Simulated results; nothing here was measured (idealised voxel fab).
This section sets out a process module, namely voxel self aligned vias.
Square cells of 5 nm make up the cross-section cut, whose width is 280 nm.
Think of the cross-section as a grid of square cells. We describe it in bands, top to bottom, and each band covers one or more rows of those cells. Heads up on the band format: heights come first, top then bottom, in nm. After that it's the materials left to right, each with its width in nm. A single material flagged "edge to edge" fills the whole band edge to edge, and "blank" means there's empty space there. Measure heights from 0. That's the level where, below it, the as-received wafer is all one material. The lowest band is bottomless and extends downward; write it as in "top 0, no bottom". Width spec "30 to 40" -> top row of cells at first value, bottom row at second value, equal per-row change in between. Key: "all unchanged" - step with no changed cell in the cross-section. Closed empty spaces (no open way to the top) of 8 cells or more are what "Enclosed void list" lists, each as width x height at distance from the left edge, nm for all three. after a step's settings: what the simulator itself notes on the step. "overlay nm" answers the question of how far to the right of plan the mask lay on a step that has a mask, and when it is negative the answer is to the left.
### The steps planned for the process are as follows
step 1: RECEIVE,material Si
step 2: CONFORMAL_DEP,material SiO2,thk nm 15
step 3: CONFORMAL_DEP,material SiCN,thk nm 5
step 4: DIRECTIONAL_DEP,material SiO2,thk nm 20
step 5: MASKED_ETCH,tone open,mask id LINES,width nm 20,pitch nm 45,etch materials SiO2,depth nm 20,overlay nm 0
step 6: CONFORMAL_DEP,material TiN,thk nm 5
step 7: FILL_DEP,material W,thk nm 5
step 8: CMP,height nm 30
step 9: SELECTIVE_ETCH,etch materials W Ru TiN,depth nm 5
step 10: FILL_DEP,material SiN,thk nm 10
step 11: CMP,height nm 40
step 12: DIRECTIONAL_DEP,material SiO2,thk nm 15
step 13: DIRECTIONAL_DEP,material aC,thk nm 10
step 14: PATTERN,tone open,mask id VIAS,material resist,width nm 30,pitch nm 45,thk nm 25,overlay nm 0
step 15: DIRECTIONAL_ETCH,etch materials aC,depth nm 10
step 16: STRIP,etch materials resist
step 17: DIRECTIONAL_ETCH,etch materials SiO2,depth nm 15
step 18: DIRECTIONAL_ETCH,etch materials SiN,depth nm 5
step 19: STRIP,etch materials aC
step 20: CONFORMAL_DEP,material TiN,thk nm 5
step 21: FILL_DEP,material W,thk nm 5
step 22: CMP,height nm 55
step 23: CONFORMAL_DEP,material SiCN,thk nm 5
The plan's step 8 height nm is the first wafer's value; the wafers differ in this setting and start identical.
### The first of several wafers, as received after step 1, seen in section
> top 0, no bottom | Si edge to edge
> Enclosed void list: none
### After the module's final step, step 23: the first of several wafers in cross-section
> top 60, bottom 55 | SiCN edge to edge
> top 55, bottom 40 | 80 of SiO2, then 5 of TiN, then 20 of W, then 5 of TiN, then 15 of SiO2, then 5 of TiN, then 20 of W, then 5 of TiN, then 15 of SiO2, then 5 of TiN, then 20 of W, then 5 of TiN, then 80 of SiO2
> top 40, bottom 35 | 80 of SiN, then 30 of TiN, then 15 of SiN, then 30 of TiN, then 15 of SiN, then 30 of TiN, then 80 of SiN
> top 35, bottom 30 | SiN edge to edge
> top 30, bottom 25 | 85 of SiO2, then 20 of SiN, then 25 of SiO2, then 20 of SiN, then 25 of SiO2, then 20 of SiN, then 85 of SiO2
> top 25, bottom 20 | 85 of SiO2, then 20 of TiN, then 25 of SiO2, then 20 of TiN, then 25 of SiO2, then 20 of TiN, then 85 of SiO2
> top 20, bottom 15 | SiCN edge to edge
> top 15, bottom 0 | SiO2 edge to edge
> top 0, no bottom | Si edge to edge
> Enclosed void list: none
### Last wafer x-sec, end of module
> top 60, bottom 55 | SiCN edge to edge
> top 55, bottom 45 | 80 of SiO2, then 5 of TiN, then 20 of W, then 5 of TiN, then 15 of SiO2, then 5 of TiN, then 20 of W, then 5 of TiN, then 15 of SiO2, then 5 of TiN, then 20 of W, then 5 of TiN, then 80 of SiO2
> top 45, bottom 40 | 80 of SiO2, then 30 of TiN, then 15 of SiO2, then 30 of TiN, then 15 of SiO2, then 30 of TiN, then 80 of SiO2
> top 40, bottom 25 | 85 of SiO2, then 5 of TiN, then 10 of W, then 5 of TiN, then 25 of SiO2, then 5 of TiN, then 10 of W, then 5 of TiN, then 25 of SiO2, then 5 of TiN, then 10 of W, then 5 of TiN, then 85 of SiO2
> top 25, bottom 20 | 85 of SiO2, then 20 of TiN, then 25 of SiO2, then 20 of TiN, then 25 of SiO2, then 20 of TiN, then 85 of SiO2
> top 20, bottom 15 | SiCN edge to edge
> top 15, bottom 0 | SiO2 edge to edge
> top 0, no bottom | Si edge to edge
> Enclosed void list: none
### Below is a per-wafer table. In it, each row describes the wafer at the end of the module by giving, for each material, the number of cells gained (+) or lost (-) since the wafer was received, and after that the closed voids of the wafer
height nm 30, +112 SiCN, +106 SiN, +370 SiO2, +48 TiN, +36 W, Enclosed void list: none
height nm 35, +112 SiCN, +50 SiN, +414 SiO2, +54 TiN, +42 W, Enclosed void list: none
height nm 40, +112 SiCN, +458 SiO2, +60 TiN, +42 W, Enclosed void list: none
height nm 45, +112 SiCN, +458 SiO2, +60 TiN, +42 W, Enclosed void list: none
height nm 50, +112 SiCN, +458 SiO2, +60 TiN, +42 W, Enclosed void list: none
